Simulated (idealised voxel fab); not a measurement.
process module | voxel ribs on slabs
cross-section cut | 150 nm wide | cells 5 nm
A cross-section is a grid of square cells, given in bands from the top down. A band is one or more rows of cells.
Each band's line starts with the height of the band's top and of its bottom, in nm. Then come its materials from left to right, each with its width in nm. One material with "throughout" fills the band from edge to edge. "air" is empty space.
Height 0 is the level under which the wafer as received is all one material. The lowest band goes on downwards, as in "0 down".
A width such as "30 to 40" changes by the same amount from each row of cells to the next, from the band's top row to its bottom row.
"no change" after a step means that no cell of the cross-section changed.
closed voids: empty space of 8 cells or more with no open way to the top, each as width x height at its distance from the left edge, in nm
after a step's settings: what the simulator itself notes on the step
overlay nm, on a step with a mask: how far to the right of its planned place the mask lay; to the left if negative
plan
1 op RECEIVE | material Si
2 op DIRECTIONAL_DEP | material SiO2 | thk nm 25
3 op DIRECTIONAL_DEP | material polySi | thk nm 15
4 op DIRECTIONAL_DEP | material aC | thk nm 10
5 op PATTERN | tone cover | mask id RIB | material resist | width nm 25 | thk nm 25 | overlay nm 0
6 op DIRECTIONAL_ETCH | etch materials aC | depth nm 10
7 op STRIP | etch materials resist
8 op DIRECTIONAL_ETCH | etch materials polySi | depth nm 10
9 op STRIP | etch materials aC
10 op PATTERN | tone cover | mask id SLAB | material resist | width nm 85 | thk nm 20 | overlay nm 0
11 op DIRECTIONAL_ETCH | etch materials polySi | depth nm 5
12 op STRIP | etch materials resist
13 op FILL_DEP | material SiO2 | thk nm 25
14 op CMP | height nm 60
15 op DIRECTIONAL_DEP | material W | thk nm 5
16 op DIRECTIONAL_DEP | material aC | thk nm 15
17 op PATTERN | tone cover | mask id HEATER | material resist | width nm 35 | thk nm 30 | overlay nm 0
18 op DIRECTIONAL_ETCH | etch materials aC | depth nm 15
19 op STRIP | etch materials resist
20 op DIRECTIONAL_ETCH | etch materials W | depth nm 5
21 op STRIP | etch materials aC
22 op CONFORMAL_DEP | material SiO2 | thk nm 5
first wafer, as planned
as received, after step 1
  0 down: Si throughout
  closed voids: none
after step 2
  25 to 0: SiO2 throughout
  below 0: unchanged
after step 3
  40 to 25: polySi throughout
  below 25: unchanged
after step 4
  50 to 40: aC throughout
  below 40: unchanged
after step 5
  75 to 50: air 60 | resist 25 | air 65
  below 50: unchanged
after step 6
  65 to 50: air 60 | resist 25 | air 65
  50 to 40: air 60 | aC 25 | air 65
  below 40: unchanged
after step 7
  50 to 40: air 60 | aC 25 | air 65
  below 40: unchanged
after step 8
  50 to 40: air 60 | aC 25 | air 65
  40 to 30: air 60 | polySi 25 | air 65
  below 30: unchanged
after step 9
  40 to 30: air 60 | polySi 25 | air 65
  below 30: unchanged
after step 10
  60 to 40: air 30 | resist 85 | air 35
  40 to 30: air 30 | resist 30 | polySi 25 | resist 30 | air 35
  below 30: unchanged
after step 11
  60 to 40: air 30 | resist 85 | air 35
  40 to 30: air 30 | resist 30 | polySi 25 | resist 30 | air 35
  30 to 25: air 30 | polySi 85 | air 35
  below 25: unchanged
after step 12
  40 to 30: air 60 | polySi 25 | air 65
  below 30: unchanged
after step 13
  65 to 40: SiO2 throughout
  40 to 30: SiO2 60 | polySi 25 | SiO2 65
  30 to 25: SiO2 30 | polySi 85 | SiO2 35
  below 25: unchanged
after step 14
  60 to 40: SiO2 throughout
  below 40: unchanged
after step 15
  65 to 60: W throughout
  below 60: unchanged
after step 16
  80 to 65: aC throughout
  below 65: unchanged
after step 17
  110 to 80: air 55 | resist 35 | air 60
  below 80: unchanged
after step 18
  95 to 80: air 55 | resist 35 | air 60
  80 to 65: air 55 | aC 35 | air 60
  below 65: unchanged
after step 19
  80 to 65: air 55 | aC 35 | air 60
  below 65: unchanged
after step 20
  80 to 65: air 55 | aC 35 | air 60
  65 to 60: air 55 | W 35 | air 60
  below 60: unchanged
after step 21
  65 to 60: air 55 | W 35 | air 60
  below 60: unchanged
after step 22
  70 to 65: air 50 | SiO2 45 | air 55
  65 to 60: SiO2 55 | W 35 | SiO2 60
  below 60: unchanged
second wafer: like start, like plan, one mistake. Through step 2 it matches the first wafer
when step 3 should have ended
  35 to 25: aC throughout
  below 25: unchanged
when step 4 should have ended
  50 to 35: polySi throughout
  below 35: unchanged
when step 5 should have ended
  75 to 50: air 60 | resist 25 | air 65
  below 50: unchanged
when step 6 should have ended
  65 to 50: air 60 | resist 25 | air 65
  below 50: unchanged
when step 7 should have ended
  50 to 35: polySi throughout
  below 35: unchanged
when step 8 should have ended
  40 to 35: polySi throughout
  below 35: unchanged
when step 9 should have ended: no change
when step 10 should have ended
  60 to 40: air 30 | resist 85 | air 35
  below 40: unchanged
when step 11 should have ended
  60 to 40: air 30 | resist 85 | air 35
  40 to 35: air 30 | polySi 85 | air 35
  below 35: unchanged
when step 12 should have ended
  40 to 35: air 30 | polySi 85 | air 35
  below 35: unchanged
when step 13 should have ended
  65 to 40: SiO2 throughout
  40 to 35: SiO2 30 | polySi 85 | SiO2 35
  below 35: unchanged
when step 14 should have ended
  60 to 40: SiO2 throughout
  below 40: unchanged
when step 15 should have ended
  65 to 60: W throughout
  below 60: unchanged
when step 16 should have ended
  80 to 65: aC throughout
  below 65: unchanged
when step 17 should have ended
  110 to 80: air 55 | resist 35 | air 60
  below 80: unchanged
when step 18 should have ended
  95 to 80: air 55 | resist 35 | air 60
  80 to 65: air 55 | aC 35 | air 60
  below 65: unchanged
when step 19 should have ended
  80 to 65: air 55 | aC 35 | air 60
  below 65: unchanged
when step 20 should have ended
  80 to 65: air 55 | aC 35 | air 60
  65 to 60: air 55 | W 35 | air 60
  below 60: unchanged
when step 21 should have ended
  65 to 60: air 55 | W 35 | air 60
  below 60: unchanged
when step 22 should have ended
  70 to 65: air 50 | SiO2 45 | air 55
  65 to 60: SiO2 55 | W 35 | SiO2 60
  below 60: unchanged
what went wrong: steps 3 and 4 were swapped
at the end the second wafer has, in cells: 50 fewer of SiO2 | 60 more of aC | 10 fewer of polySi
